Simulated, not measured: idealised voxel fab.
process module | voxel released beams
cross-section cut | 145 nm wide | cells 5 nm
A cross-section is a grid of square cells, given in bands from the top down. A band is one or more rows of cells.
Each band's line starts with the height of the band's top and of its bottom, in nm. Then come its materials from left to right, each with its width in nm. One material with "throughout" fills the band from edge to edge. "air" is empty space.
Height 0 is the level under which the wafer as received is all one material. The lowest band goes on downwards, as in "0 down".
A width such as "30 to 40" changes by the same amount from each row of cells to the next, from the band's top row to its bottom row.
"no change" after a step means that no cell of the cross-section changed.
closed voids: empty space of 8 cells or more with no open way to the top, each as width x height at its distance from the left edge, in nm
after a step's settings: what the simulator itself notes on the step
overlay nm, on a step with a mask: how far to the right of its planned place the mask lay; to the left if negative
plan
1 op RECEIVE | material Si
2 op CONFORMAL_DEP | material Al2O3 | thk nm 10
3 op DIRECTIONAL_DEP | material SiO2 | thk nm 10
4 op MASKED_ETCH | tone open | mask id ANCHOR | width nm 40 | etch materials SiO2 | depth nm 10 | overlay nm 0
5 op CONFORMAL_DEP | material SiN | thk nm 15
6 op MASKED_ETCH | tone cover | mask id BEAM | width nm 85 | etch materials SiN | depth nm 15 | overlay nm 0
7 op STRIP | etch materials SiO2
first wafer, as planned
as received, after step 1
  0 down: Si throughout
  closed voids: none
after step 2
  10 to 0: Al2O3 throughout
  below 0: unchanged
after step 3
  20 to 10: SiO2 throughout
  below 10: unchanged
after step 4
  20 to 10: SiO2 30 | air 40 | SiO2 75
  below 10: unchanged
after step 5
  35 to 25: SiN 45 | air 10 | SiN 90
  25 to 20: SiN throughout
  20 to 10: SiO2 30 | SiN 40 | SiO2 75
  below 10: unchanged
after step 6
  35 to 25: air 25 | SiN 20 | air 10 | SiN 55 | air 35
  25 to 20: air 25 | SiN 85 | air 35
  below 20: unchanged
after step 7
  35 to 25: air 25 | SiN 20 | air 10 | SiN 55 | air 35
  25 to 20: air 25 | SiN 85 | air 35
  20 to 10: air 30 | SiN 40 | air 75
  below 10: unchanged
second wafer: like start, like plan, one mistake. Through step 5 it matches the first wafer
when step 6 should have ended
  35 to 25: air 30 | SiN 15 | air 10 | SiN 55 | air 35
  25 to 20: air 30 | SiN 80 | air 35
  below 20: unchanged
when step 7 should have ended
  35 to 25: air 30 | SiN 15 | air 10 | SiN 55 | air 35
  25 to 20: air 30 | SiN 80 | air 35
  20 to 10: air 30 | SiN 40 | air 75
  below 10: unchanged
what went wrong: step 6 ran as: op MASKED_ETCH | tone cover | mask id BEAM | width nm 80 | etch materials SiN | depth nm 15 | overlay nm 0
at the end the second wafer has, in cells: 3 fewer of SiN
